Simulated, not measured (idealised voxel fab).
process module | voxel fin reveal
cross-section cut | 145 nm wide | cells 5 nm
A cross-section is a grid of square cells, given in bands from the top down. A band is one or more rows of cells.
Each band's line starts with the height of the band's top and of its bottom, in nm. Then come its materials from left to right, each with its width in nm. One material with "throughout" fills the band from edge to edge. "air" is empty space.
Height 0 is the level under which the wafer as received is all one material. The lowest band goes on downwards, as in "0 down".
A width such as "30 to 40" changes by the same amount from each row of cells to the next, from the band's top row to its bottom row.
"no change" after a step means that no cell of the cross-section changed.
closed voids: empty space of 8 cells or more with no open way to the top, each as width x height at its distance from the left edge, in nm
after a step's settings: what the simulator itself notes on the step
overlay nm, on a step with a mask: how far to the right of its planned place the mask lay; to the left if negative
plan
1 op RECEIVE | material Si
2 op CONFORMAL_DEP | material SiN | thk nm 10
3 op PATTERN | tone cover | mask id FINS | material resist | width nm 15 | pitch nm 40 | thk nm 20 | overlay nm 0
4 op DIRECTIONAL_ETCH | etch materials SiN | depth nm 10
5 op DIRECTIONAL_ETCH | etch materials Si | depth nm 35
6 op STRIP | etch materials resist
7 op FILL_DEP | material SiO2 | thk nm 5
8 op CMP | height nm 10
9 op SELECTIVE_ETCH | etch materials SiO2 | depth nm 20
10 op STRIP | etch materials SiN
11 op CONFORMAL_DEP | material HfO2 | thk nm 5
as received, after step 1
  0 down: Si throughout
  closed voids: none
first wafer at the end, as planned
  5 to 0: air 40 | HfO2 25 | air 15 | HfO2 25 | air 40
  0 to -5: air 40 | HfO2 5 | Si 15 | HfO2 5 | air 15 | HfO2 5 | Si 15 | HfO2 5 | air 40
  -5 to -10: HfO2 45 | Si 15 | HfO2 25 | Si 15 | HfO2 45
  -10 to -35: SiO2 45 | Si 15 | SiO2 25 | Si 15 | SiO2 45
  -35 down: Si throughout
  closed voids: none
second wafer at the end: like start, like plan, one mistake
  5 to 0: air 40 | SiN 25 | air 15 | SiN 25 | air 40
  0 to -5: air 40 | SiN 5 | Si 15 | SiN 5 | air 15 | SiN 5 | Si 15 | SiN 5 | air 40
  -5 to -10: SiN 45 | Si 15 | SiN 25 | Si 15 | SiN 45
  -10 to -35: SiO2 45 | Si 15 | SiO2 25 | Si 15 | SiO2 45
  -35 down: Si throughout
  closed voids: none
what went wrong: step 11 ran as: op CONFORMAL_DEP | material SiN | thk nm 5
at the end the second wafer has, in cells: 37 fewer of HfO2 | 37 more of SiN
